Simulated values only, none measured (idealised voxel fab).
Herein follows the process module entitled voxel released beams.
For reference, the cross-section in this document is cut, with width 145 nm and square cells of 5 nm.
Heads up, the way a cross-section reads in here is a grid of square cells, handed over as bands from the top down, with every band being one or more rows of cells.
Basically the band line says how high the top is and how high the bottom is, in nm, and then what's in it from left to right, every material with its width in nm. Empty space shows up as "empty", and if a single material carries "edge to edge" it runs the full band edge to edge.
Note: height 0 marks the level under which the wafer is uniformly one material as received. Lowest band unbounded below, written "0 and below".
Graded width ("30 to 40"): value in top row of band = first number; value in bottom row = second number; row-to-row change constant.
A step reported as "remains unaltered" is a step in which no cell of the cross-section changed.
Enclosed voids (no open way to top), threshold 8 cells or more, entry "Closed void register", notation width x height at distance, distance from left edge, nm.
Where a step's line continues beyond its settings, the continuation is a remark by the simulator itself on that step.
Regarding "overlay nm": on a step with a mask, it is the distance the mask lay to the right of its planned place; a negative value places it to the left.
The planned process steps are enumerated hereunder:
1: op RECEIVE | material Si
2: op CONFORMAL_DEP | material Al2O3 | thk nm 10
3: op DIRECTIONAL_DEP | material SiO2 | thk nm 15
4: op DIRECTIONAL_DEP | material aC | thk nm 10
5: op PATTERN | tone open | mask id ANCHOR | material resist | width nm 45 | thk nm 25 | overlay nm 0
6: op DIRECTIONAL_ETCH | etch materials aC | depth nm 10
7: op STRIP | etch materials resist
8: op DIRECTIONAL_ETCH | etch materials SiO2 | depth nm 15
9: op STRIP | etch materials aC
10: op CONFORMAL_DEP | material polySi | thk nm 15
11: op PATTERN | tone cover | mask id BEAM | material resist | width nm 110 | thk nm 20 | overlay nm 0
12: op DIRECTIONAL_ETCH | etch materials polySi | depth nm 15
13: op STRIP | etch materials resist
14: op STRIP | etch materials SiO2
Below: the first of two wafers, run as planned:
As-received state of the wafer in cross-section, equivalent to post-step 1:
    0 and below  Si edge to edge
    Closed void register: none
Step 2 complete: cross-section through the wafer:
    10 down to 0  Al2O3 edge to edge
    Below a height of 0, the structure has not been altered.
Step 3 complete: cross-section through the wafer:
    25 down to 10  SiO2 edge to edge
    Below a height of 10, the structure has not been altered.
Step 4 complete: cross-section through the wafer:
    35 down to 25  aC edge to edge
    Below a height of 25, the structure has not been altered.
Step 5 complete: cross-section through the wafer:
    60 down to 35  20 of resist, 45 of empty, 80 of resist
    Below a height of 35, the structure has not been altered.
Step 6 complete: cross-section through the wafer:
    50 down to 35  20 of resist, 45 of empty, 80 of resist
    35 down to 25  20 of aC, 45 of empty, 80 of aC
    Below a height of 25, the structure has not been altered.
Step 7 complete: cross-section through the wafer:
    35 down to 25  20 of aC, 45 of empty, 80 of aC
    Below a height of 25, the structure has not been altered.
Step 8 complete: cross-section through the wafer:
    35 down to 25  20 of aC, 45 of empty, 80 of aC
    25 down to 10  20 of SiO2, 45 of empty, 80 of SiO2
    Below a height of 10, the structure has not been altered.
Step 9 complete: cross-section through the wafer:
    25 down to 10  20 of SiO2, 45 of empty, 80 of SiO2
    Below a height of 10, the structure has not been altered.
Step 10 complete: cross-section through the wafer:
    40 down to 25  35 of polySi, 15 of empty, 95 of polySi
    25 down to 10  20 of SiO2, 45 of polySi, 80 of SiO2
    Below a height of 10, the structure has not been altered.
Step 11 complete: cross-section through the wafer:
    60 down to 40  15 of empty, 110 of resist, 20 of empty
    40 down to 25  35 of polySi, 15 of resist, 95 of polySi
    Below a height of 25, the structure has not been altered.
Step 12 complete: cross-section through the wafer:
    60 down to 40  15 of empty, 110 of resist, 20 of empty
    40 down to 25  15 of empty, 20 of polySi, 15 of resist, 75 of polySi, 20 of empty
    Below a height of 25, the structure has not been altered.
Step 13 complete: cross-section through the wafer:
    40 down to 25  15 of empty, 20 of polySi, 15 of empty, 75 of polySi, 20 of empty
    Below a height of 25, the structure has not been altered.
Step 14 complete: cross-section through the wafer:
    40 down to 25  15 of empty, 20 of polySi, 15 of empty, 75 of polySi, 20 of empty
    25 down to 10  20 of empty, 45 of polySi, 80 of empty
    Below a height of 10, the structure has not been altered.
Second wafer, same starting state and plan as the first, one mistake in the run, identical through step 4:
Cross-sectional view of the second wafer at the intended end time of process step 5:
    60 down to 35  20 of empty, 45 of resist, 80 of empty
    Below a height of 35, the structure has not been altered.
Cross-sectional view of the second wafer at the intended end time of process step 6:
    50 down to 35  20 of empty, 45 of resist, 80 of empty
    35 down to 25  20 of empty, 45 of aC, 80 of empty
    Below a height of 25, the structure has not been altered.
Cross-sectional view of the second wafer at the intended end time of process step 7:
    35 down to 25  20 of empty, 45 of aC, 80 of empty
    Below a height of 25, the structure has not been altered.
Cross-sectional view of the second wafer at the intended end time of process step 8:
    35 down to 25  20 of empty, 45 of aC, 80 of empty
    25 down to 10  20 of empty, 45 of SiO2, 80 of empty
    Below a height of 10, the structure has not been altered.
Cross-sectional view of the second wafer at the intended end time of process step 9:
    25 down to 10  20 of empty, 45 of SiO2, 80 of empty
    Below a height of 10, the structure has not been altered.
Cross-sectional view of the second wafer at the intended end time of process step 10:
    40 down to 25  5 of empty, 75 of polySi, 65 of empty
    25 down to 10  20 of polySi, 45 of SiO2, 80 of polySi
    Below a height of 10, the structure has not been altered.
Cross-sectional view of the second wafer at the intended end time of process step 11:
    60 down to 40  15 of empty, 110 of resist, 20 of empty
    40 down to 25  5 of empty, 75 of polySi, 45 of resist, 20 of empty
    Below a height of 25, the structure has not been altered.
Cross-sectional view of the second wafer at the intended end time of process step 12:
    60 down to 40  15 of empty, 110 of resist, 20 of empty
    40 down to 25  15 of empty, 65 of polySi, 45 of resist, 20 of empty
    25 down to 10  5 of empty, 15 of polySi, 45 of SiO2, 60 of polySi, 20 of empty
    Below a height of 10, the structure has not been altered.
Cross-sectional view of the second wafer at the intended end time of process step 13:
    40 down to 25  15 of empty, 65 of polySi, 65 of empty
    Below a height of 25, the structure has not been altered.
Cross-sectional view of the second wafer at the intended end time of process step 14: remains unaltered
Nonconformance to the process plan: step 5 changed vs plan, executed as op PATTERN | tone cover | mask id ANCHOR | material resist | width nm 45 | thk nm 25 | overlay nm 0
at the end the second wafer has, in cells: +27 SiO2
